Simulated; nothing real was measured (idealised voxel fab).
process module | voxel self aligned contacts
cross-section cut | 170 nm wide | cells 5 nm
A cross-section is a grid of square cells, given in bands from the top down. A band is one or more rows of cells.
Each band's line starts with the height of the band's top and of its bottom, in nm. Then come its materials from left to right, each with its width in nm. One material with "throughout" fills the band from edge to edge. "air" is empty space.
Height 0 is the level under which the wafer as received is all one material. The lowest band goes on downwards, as in "0 down".
A width such as "30 to 40" changes by the same amount from each row of cells to the next, from the band's top row to its bottom row.
"no change" after a step means that no cell of the cross-section changed.
closed voids: empty space of 8 cells or more with no open way to the top, each as width x height at its distance from the left edge, in nm
after a step's settings: what the simulator itself notes on the step
overlay nm, on a step with a mask: how far to the right of its planned place the mask lay; to the left if negative
plan
1 op RECEIVE | material Si
2 op OXIDIZE | depth nm 5
3 op DIRECTIONAL_DEP | material polySi | thk nm 30
4 op DIRECTIONAL_DEP | material SiN | thk nm 25
5 op DIRECTIONAL_DEP | material aC | thk nm 15
6 op PATTERN | tone cover | mask id GATE | material resist | width nm 30 | pitch nm 75 | thk nm 35 | overlay nm 0
7 op DIRECTIONAL_ETCH | etch materials aC | depth nm 15
8 op STRIP | etch materials resist
9 op DIRECTIONAL_ETCH | etch materials SiN | depth nm 25
10 op DIRECTIONAL_ETCH | etch materials polySi | depth nm 30
11 op STRIP | etch materials aC
12 op CONFORMAL_DEP | material SiN | thk nm 10
13 op DIRECTIONAL_ETCH | etch materials SiN | depth nm 10
14 op FILL_DEP | material SiO2 | thk nm 15
15 op CMP | height nm 60
16 op MASKED_ETCH | tone open | mask id CONTACT | width nm 55 | etch materials SiO2 | depth nm 65 | overlay nm 0
17 op CONFORMAL_DEP | material TiN | thk nm 5
18 op FILL_DEP | material W | thk nm 5
19 op CMP | height nm 60
20 op CONFORMAL_DEP | material SiN | thk nm 5
as received, after step 1
  0 down: Si throughout
  closed voids: none
a wafer at the end: this start, this plan, one mistake
  65 to 60: SiN throughout
  60 to 55: SiO2 60 | TiN 15 | W 15 | TiN 20 | SiO2 60
  55 to 30: SiO2 20 | SiN 50 | TiN 5 | W 15 | TiN 5 | SiN 50 | SiO2 25
  30 to 0: SiO2 20 | SiN 10 | polySi 30 | SiN 10 | TiN 5 | W 15 | TiN 5 | SiN 10 | polySi 30 | SiN 10 | SiO2 25
  0 to -5: SiO2 70 | TiN 25 | SiO2 75
  -5 down: Si throughout
  closed voids: none
what went wrong: step 16 ran as: op MASKED_ETCH | tone open | mask id CONTACT | width nm 50 | etch materials SiO2 | depth nm 65 | overlay nm 0
